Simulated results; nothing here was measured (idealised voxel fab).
This is a process module. Its name is voxel gate over fins.
Cross-section cut spans 170 nm and uses square cells 5 nm in size.
A cross-section is written here as square cells arranged in a grid, and it is given in bands from the top down, each band taking up one or more rows of cells. Band: top and bottom heights (nm) first, top before bottom; then materials from left to right, widths in nm. "everywhere" marks a sole material filling the band edge to edge. "blank" denotes empty space. The level at which height equals 0 is the one under which the wafer, as it arrives, is entirely one material. No lower edge exists for the bottom band, which continues downward and is notated as in "0 and below". Width spec "30->40" -> top row of cells at first value, bottom row at second value, equal per-row change in between. When a step is marked "everything unchanged", none of the cells in the cross-section changed during that step. Empty spaces counting at least 8 cells and having no open way to the top are listed in "Trapped cavities". The notation width x height at distance is used for each, the distance being from the left edge and all three values in nm. Whatever follows a step's settings on its line is a remark the simulator itself makes about that step. The setting "overlay nm" may be written on the line of a step. When the step uses a mask, the value reports how far to the right of the planned place the mask lay, and a negative value reports that it lay to the left.
**Steps in the process plan**
1. RECEIVE: material Si
2. CONFORMAL_DEP: material SiN, thk nm 5
3. DIRECTIONAL_DEP: material aC, thk nm 10
4. PATTERN: tone cover, mask id FINS, material resist, width nm 15, pitch nm 55, thk nm 30, overlay nm 0
5. DIRECTIONAL_ETCH: etch materials aC, depth nm 10
6. STRIP: etch materials resist
7. DIRECTIONAL_ETCH: etch materials SiN, depth nm 5
8. DIRECTIONAL_ETCH: etch materials Si, depth nm 30
9. STRIP: etch materials aC
10. OXIDIZE: depth nm 5
11. FILL_DEP: material SiO2, thk nm 5
12. CMP: height nm 5
13. MASKED_ETCH: tone open, mask id RAIL, width nm 15, etch materials SiO2, depth nm 30, overlay nm 0
14. CONFORMAL_DEP: material TiN, thk nm 5
15. FILL_DEP: material W, thk nm 5
16. CMP: height nm 5
17. SELECTIVE_ETCH: etch materials W Ru TiN, depth nm 25
18. FILL_DEP: material SiO2, thk nm 5
19. CMP: height nm 5
20. SELECTIVE_ETCH: etch materials SiO2, depth nm 20
21. STRIP: etch materials SiN
22. CONFORMAL_DEP: material HfO2, thk nm 5
23. CONFORMAL_DEP: material TiN, thk nm 5
24. FILL_DEP: material W, thk nm 15
25. CMP: height nm 20
26. CONFORMAL_DEP: material SiN, thk nm 10
**Cross-section: wafer on arrival = after step 1**
0 and below | Si everywhere
Trapped cavities: none
**Starting wafer: above. Plan: above. Run: one mistake. Cross-section after the module: below**
30 down to 20 | SiN everywhere
20 down to 10 | W everywhere
10 down to 5 | 25 TiN  5 W  50 TiN  5 W  50 TiN  5 W  30 TiN
5 down to 0 | 20 HfO2  5 TiN  5 W  5 TiN  40 HfO2  5 TiN  5 W  5 TiN  40 HfO2  5 TiN  5 W  5 TiN  25 HfO2
0 down to -5 | 15 Si  5 HfO2  5 TiN  5 W  5 TiN  5 HfO2  30 Si  5 HfO2  5 TiN  5 W  5 TiN  5 HfO2  30 Si  5 HfO2  5 TiN  5 W  5 TiN  5 HfO2  20 Si
-5 down to -10 | 15 Si  5 HfO2  15 TiN  5 HfO2  30 Si  5 HfO2  15 TiN  5 HfO2  30 Si  5 HfO2  15 TiN  5 HfO2  20 Si
-10 down to -15 | 15 Si  25 HfO2  30 Si  25 HfO2  30 Si  25 HfO2  20 Si
-15 down to -35 | 15 Si  25 SiO2  30 Si  25 SiO2  30 Si  25 SiO2  20 Si
-35 and below | Si everywhere
Trapped cavities: none
It is concluded that the wafer was processed incorrectly with respect to the plan, in that step 4 changed vs plan, executed as PATTERN: tone open, mask id FINS, material resist, width nm 15, pitch nm 55, thk nm 30, overlay nm 0
